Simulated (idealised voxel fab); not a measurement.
The following is a process module called voxel self aligned contacts.
Shown is cross-section cut, with a width of 220 nm and square cells of size 5 nm.
In what follows, cross-sections appear as grids of square cells, described through bands that run from the top down, where every band is one or more rows of cells. For a band, the entry starts with two heights in nm, that of the top and then that of the bottom, and carries on with the band's materials in order from left to right, each alongside its width in nm; the word "edge to edge" beside a single material means it fills the band edge to edge, and "blank" means empty space. Height is counted from the level 0, under which the received wafer is composed throughout of one material. The lowest of the bands is not closed at the bottom but continues downward, in the notation "0 -> down". Top row gets the first number, bottom row gets the second, and each row in between changes by the same step: that is how a band width like "30..40" works. The designation "no modification", where it is given for a processing step, indicates that no cell of the cross-section was altered in the course of that step. Empty spaces without an open route to the top, at least 8 cells in extent, make up the entry "Fully sealed voids"; each is given as width x height at distance, where the distance is measured from the left edge, and all are in nm. On each step's line, the part that comes after the settings is the simulator's own comment on the step. The line of a step may include "overlay nm". On a step with a mask, this value is how far to the right of its planned place the mask lay. A negative value means the mask lay to the left.

[Listed below are the process steps as planned]
step 1: RECEIVE, material Si
step 2: CONFORMAL_DEP, material SiO2, thk nm 5
step 3: DIRECTIONAL_DEP, material polySi, thk nm 20
step 4: DIRECTIONAL_DEP, material SiN, thk nm 15
step 5: DIRECTIONAL_DEP, material aC, thk nm 15
step 6: PATTERN, tone cover, mask id GATE, material resist, width nm 30, pitch nm 65, thk nm 35, overlay nm 0
step 7: DIRECTIONAL_ETCH, etch materials aC, depth nm 15
step 8: STRIP, etch materials resist
step 9: DIRECTIONAL_ETCH, etch materials SiN, depth nm 15
step 10: DIRECTIONAL_ETCH, etch materials polySi, depth nm 20
step 11: STRIP, etch materials aC
step 12: CONFORMAL_DEP, material SiN, thk nm 5
step 13: DIRECTIONAL_ETCH, etch materials SiN, depth nm 5
step 14: FILL_DEP, material SiO2, thk nm 15
step 15: CMP, height nm 45
step 16: MASKED_ETCH, tone open, mask id CONTACT, width nm 45, etch materials SiO2, depth nm 45, overlay nm 0
step 17: CONFORMAL_DEP, material TiN, thk nm 5
step 18: FILL_DEP, material Ru, thk nm 10
step 19: CMP, height nm 45
step 20: CONFORMAL_DEP, material SiCN, thk nm 5

[The following pertains to the first of two wafers, which was processed as planned]

[Cross-section of the wafer upon arrival, representing the state reached after step 1]
0 -> down = Si edge to edge
Fully sealed voids: none

[Once step 2 is through, the wafer looks like this in cross-section]
5 -> 0 = SiO2 edge to edge
For the remainder of the cross-section, below 0, there is no change.

[Once step 3 is through, the wafer looks like this in cross-section]
25 -> 5 = polySi edge to edge
For the remainder of the cross-section, below 5, there is no change.

[Once step 4 is through, the wafer looks like this in cross-section]
40 -> 25 = SiN edge to edge
For the remainder of the cross-section, below 25, there is no change.

[Once step 5 is through, the wafer looks like this in cross-section]
55 -> 40 = aC edge to edge
For the remainder of the cross-section, below 40, there is no change.

[Once step 6 is through, the wafer looks like this in cross-section]
90 -> 55 = 60 blank, 30 resist, 35 blank, 30 resist, 65 blank
For the remainder of the cross-section, below 55, there is no change.

[Once step 7 is through, the wafer looks like this in cross-section]
75 -> 55 = 60 blank, 30 resist, 35 blank, 30 resist, 65 blank
55 -> 40 = 60 blank, 30 aC, 35 blank, 30 aC, 65 blank
For the remainder of the cross-section, below 40, there is no change.

[Once step 8 is through, the wafer looks like this in cross-section]
55 -> 40 = 60 blank, 30 aC, 35 blank, 30 aC, 65 blank
For the remainder of the cross-section, below 40, there is no change.

[Once step 9 is through, the wafer looks like this in cross-section]
55 -> 40 = 60 blank, 30 aC, 35 blank, 30 aC, 65 blank
40 -> 25 = 60 blank, 30 SiN, 35 blank, 30 SiN, 65 blank
For the remainder of the cross-section, below 25, there is no change.

[Once step 10 is through, the wafer looks like this in cross-section]
55 -> 40 = 60 blank, 30 aC, 35 blank, 30 aC, 65 blank
40 -> 25 = 60 blank, 30 SiN, 35 blank, 30 SiN, 65 blank
25 -> 5 = 60 blank, 30 polySi, 35 blank, 30 polySi, 65 blank
For the remainder of the cross-section, below 5, there is no change.

[Once step 11 is through, the wafer looks like this in cross-section]
40 -> 25 = 60 blank, 30 SiN, 35 blank, 30 SiN, 65 blank
For the remainder of the cross-section, below 25, there is no change.

[Once step 12 is through, the wafer looks like this in cross-section]
45 -> 25 = 55 blank, 40 SiN, 25 blank, 40 SiN, 60 blank
25 -> 10 = 55 blank, 5 SiN, 30 polySi, 5 SiN, 25 blank, 5 SiN, 30 polySi, 5 SiN, 60 blank
10 -> 5 = 60 SiN, 30 polySi, 35 SiN, 30 polySi, 65 SiN
For the remainder of the cross-section, below 5, there is no change.

[Once step 13 is through, the wafer looks like this in cross-section]
40 -> 25 = 55 blank, 40 SiN, 25 blank, 40 SiN, 60 blank
25 -> 5 = 55 blank, 5 SiN, 30 polySi, 5 SiN, 25 blank, 5 SiN, 30 polySi, 5 SiN, 60 blank
For the remainder of the cross-section, below 5, there is no change.

[Once step 14 is through, the wafer looks like this in cross-section]
55 -> 40 = SiO2 edge to edge
40 -> 25 = 55 SiO2, 40 SiN, 25 SiO2, 40 SiN, 60 SiO2
25 -> 5 = 55 SiO2, 5 SiN, 30 polySi, 5 SiN, 25 SiO2, 5 SiN, 30 polySi, 5 SiN, 60 SiO2
For the remainder of the cross-section, below 5, there is no change.

[Once step 15 is through, the wafer looks like this in cross-section]
45 -> 40 = SiO2 edge to edge
For the remainder of the cross-section, below 40, there is no change.

[Once step 16 is through, the wafer looks like this in cross-section]
45 -> 40 = 85 SiO2, 45 blank, 90 SiO2
40 -> 25 = 55 SiO2, 40 SiN, 25 blank, 40 SiN, 60 SiO2
25 -> 5 = 55 SiO2, 5 SiN, 30 polySi, 5 SiN, 25 blank, 5 SiN, 30 polySi, 5 SiN, 60 SiO2
5 -> 0 = 95 SiO2, 25 blank, 100 SiO2
For the remainder of the cross-section, below 0, there is no change.

[Once step 17 is through, the wafer looks like this in cross-section]
50 -> 45 = 90 TiN, 35 blank, 95 TiN
45 -> 40 = 85 SiO2, 15 TiN, 15 blank, 15 TiN, 90 SiO2
40 -> 25 = 55 SiO2, 40 SiN, 5 TiN, 15 blank, 5 TiN, 40 SiN, 60 SiO2
25 -> 5 = 55 SiO2, 5 SiN, 30 polySi, 5 SiN, 5 TiN, 15 blank, 5 TiN, 5 SiN, 30 polySi, 5 SiN, 60 SiO2
5 -> 0 = 95 SiO2, 25 TiN, 100 SiO2
For the remainder of the cross-section, below 0, there is no change.

[Once step 18 is through, the wafer looks like this in cross-section]
60 -> 50 = Ru edge to edge
50 -> 45 = 90 TiN, 35 Ru, 95 TiN
45 -> 40 = 85 SiO2, 15 TiN, 15 Ru, 15 TiN, 90 SiO2
40 -> 25 = 55 SiO2, 40 SiN, 5 TiN, 15 Ru, 5 TiN, 40 SiN, 60 SiO2
25 -> 5 = 55 SiO2, 5 SiN, 30 polySi, 5 SiN, 5 TiN, 15 Ru, 5 TiN, 5 SiN, 30 polySi, 5 SiN, 60 SiO2
For the remainder of the cross-section, below 5, there is no change.

[Once step 19 is through, the wafer looks like this in cross-section]
45 -> 40 = 85 SiO2, 15 TiN, 15 Ru, 15 TiN, 90 SiO2
For the remainder of the cross-section, below 40, there is no change.

[Once step 20 is through, the wafer looks like this in cross-section]
50 -> 45 = SiCN edge to edge
For the remainder of the cross-section, below 45, there is no change.

[Second wafer, same starting state and plan as the first, one mistake in the run, identical through step 11]

Planned end of step 12: second wafer, cross-section: no modification

[Planned end of step 13: second wafer, cross-section]
35 -> 25 = 60 blank, 30 SiN, 35 blank, 30 SiN, 65 blank
For the remainder of the cross-section, below 25, there is no change.

[Planned end of step 14: second wafer, cross-section]
50 -> 35 = SiO2 edge to edge
35 -> 25 = 60 SiO2, 30 SiN, 35 SiO2, 30 SiN, 65 SiO2
25 -> 5 = 60 SiO2, 30 polySi, 35 SiO2, 30 polySi, 65 SiO2
For the remainder of the cross-section, below 5, there is no change.

[Planned end of step 15: second wafer, cross-section]
45 -> 35 = SiO2 edge to edge
For the remainder of the cross-section, below 35, there is no change.

[Planned end of step 16: second wafer, cross-section]
45 -> 35 = 85 SiO2, 45 blank, 90 SiO2
35 -> 25 = 60 SiO2, 30 SiN, 35 blank, 30 SiN, 65 SiO2
25 -> 5 = 60 SiO2, 30 polySi, 35 blank, 30 polySi, 65 SiO2
5 -> 0 = 90 SiO2, 35 blank, 95 SiO2
For the remainder of the cross-section, below 0, there is no change.

[Planned end of step 17: second wafer, cross-section]
50 -> 45 = 90 TiN, 35 blank, 95 TiN
45 -> 35 = 85 SiO2, 5..10 TiN, 35..25 blank, 5..10 TiN, 90 SiO2
35 -> 25 = 60 SiO2, 30 SiN, 5 TiN, 25 blank, 5 TiN, 30 SiN, 65 SiO2
25 -> 5 = 60 SiO2, 30 polySi, 5 TiN, 25 blank, 5 TiN, 30 polySi, 65 SiO2
5 -> 0 = 90 SiO2, 35 TiN, 95 SiO2
For the remainder of the cross-section, below 0, there is no change.

[Planned end of step 18: second wafer, cross-section]
60 -> 50 = Ru edge to edge
50 -> 45 = 90 TiN, 35 Ru, 95 TiN
45 -> 35 = 85 SiO2, 5..10 TiN, 35..25 Ru, 5..10 TiN, 90 SiO2
35 -> 25 = 60 SiO2, 30 SiN, 5 TiN, 25 Ru, 5 TiN, 30 SiN, 65 SiO2
25 -> 5 = 60 SiO2, 30 polySi, 5 TiN, 25 Ru, 5 TiN, 30 polySi, 65 SiO2
For the remainder of the cross-section, below 5, there is no change.

[Planned end of step 19: second wafer, cross-section]
45 -> 35 = 85 SiO2, 5..10 TiN, 35..25 Ru, 5..10 TiN, 90 SiO2
For the remainder of the cross-section, below 35, there is no change.

[Planned end of step 20: second wafer, cross-section]
50 -> 45 = SiCN edge to edge
For the remainder of the cross-section, below 45, there is no change.
Plan not followed: step 12 of the plan did not run at all; it was left out
Count the cells at the end and the second wafer has more or fewer of some materials than the first: 18 more of Ru; 40 fewer of SiN; 22 more of SiO2
